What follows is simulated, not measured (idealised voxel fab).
voxel capacitor over wiring: a process module
Each square cell in cross-section cut measures 5 nm, and the section as a whole is 190 nm wide.
Format of a cross-section: grid, square cells. Given as bands. Order: top down. Band: one or more rows of cells.
Top, bottom (nm), then materials left to right with widths (nm); lone material tagged "throughout" fills the whole band edge to edge; "air" = empty space.
Height reference: 0 = level under which incoming wafer is all one material. Lowest band: no bottom, runs on downward, e.g. "0 down".
It should be noted that a width expressed as "30->40" varies in equal increments from row to row of cells within the band, taking the value of the first number at the top row and that of the second number at the bottom row.
The cross-section has no changed cell in any step marked "remained unchanged".
Basically, "Tabulated closed voids" tells you about the enclosed voids: empty spaces with no open way to the top, 8 cells or bigger, each written width x height at distance, where distance is from the left edge, all in nm.
Whatever follows a step's settings on its line is a remark the simulator itself makes about that step.
Steps that use a mask can have "overlay nm" on their line. It says how far the mask sat to the right of where it was meant to be. Negative means to the left.

## List of planned process steps
1,RECEIVE [material Si]
2,CONFORMAL_DEP [material SiO2] [thk nm 15]
3,CONFORMAL_DEP [material SiCN] [thk nm 5]
4,DIRECTIONAL_DEP [material lowk] [thk nm 25]
5,PATTERN [tone open] [mask id METAL_1] [material resist] [width nm 25] [pitch nm 75] [thk nm 20] [overlay nm 0]
6,DIRECTIONAL_ETCH [etch materials lowk] [depth nm 25]
7,DIRECTIONAL_ETCH [etch materials SiCN] [depth nm 5]
8,STRIP [etch materials resist]
9,CONFORMAL_DEP [material TiN] [thk nm 5]
10,FILL_DEP [material Ru] [thk nm 10]
11,CMP [height nm 45]
12,CONFORMAL_DEP [material SiCN] [thk nm 5]
13,DIRECTIONAL_DEP [material lowk] [thk nm 15]
14,PATTERN [tone open] [mask id PLUG_1] [material resist] [width nm 15] [thk nm 15] [overlay nm 0]
15,DIRECTIONAL_ETCH [etch materials lowk] [depth nm 15]
16,DIRECTIONAL_ETCH [etch materials SiCN] [depth nm 5]
17,STRIP [etch materials resist]
18,EPI [material Ru] [thk nm 10]
19,EPI [material Ru] [thk nm 10]
20,DIRECTIONAL_DEP [material TiN] [thk nm 10]
21,DIRECTIONAL_DEP [material Al2O3] [thk nm 5]
22,DIRECTIONAL_DEP [material TiN] [thk nm 10]
23,PATTERN [tone cover] [mask id UPPER_PLATE] [material resist] [width nm 55] [thk nm 20] [overlay nm 0]
24,DIRECTIONAL_ETCH [etch materials TiN] [depth nm 10]
25,DIRECTIONAL_ETCH [etch materials Al2O3] [depth nm 5]
26,STRIP [etch materials resist]
27,MASKED_ETCH [tone cover] [mask id LOWER_PLATE] [width nm 65] [etch materials TiN] [depth nm 10] [overlay nm 0]
28,FILL_DEP [material SiO2] [thk nm 15]
29,CMP [height nm 100]
30,MASKED_ETCH [tone open] [mask id PLUG_2] [width nm 15] [etch materials SiO2] [depth nm 10] [overlay nm 0]
31,CONFORMAL_DEP [material TiN] [thk nm 5]
32,FILL_DEP [material W] [thk nm 5]
33,CMP [height nm 100]
34,CONFORMAL_DEP [material SiN] [thk nm 5]

## Delivered wafer in cross-section: state after step 1
    0 down = Si throughout
    Tabulated closed voids: none

## End-of-module cross-section. Starting structure and process plan as above; one mistake made in running it
    105 to 100 = SiN throughout
    100 to 95 = SiO2 65  TiN 5  W 5  TiN 5  SiO2 110
    95 to 90 = SiO2 65  TiN 15  SiO2 110
    90 to 80 = SiO2 55  TiN 55  SiO2 80
    80 to 75 = SiO2 55  Al2O3 55  SiO2 80
    75 to 65 = SiO2 50  TiN 65  SiO2 75
    65 to 50 = lowk 55  Ru 15  lowk 120
    50 to 45 = SiCN 55  Ru 15  SiCN 120
    45 to 20 = lowk 40  TiN 5  Ru 25  TiN 5  lowk 40  TiN 5  Ru 25  TiN 5  lowk 40
    20 to 15 = SiCN 40  TiN 35  SiCN 40  TiN 35  SiCN 40
    15 to 0 = SiO2 throughout
    0 down = Si throughout
    Tabulated closed voids: none
Nonconformance to the process plan: step 5 went in with a setting other than planned; the actual run was PATTERN [tone open] [mask id METAL_1] [material resist] [width nm 35] [pitch nm 75] [thk nm 20] [overlay nm 0]
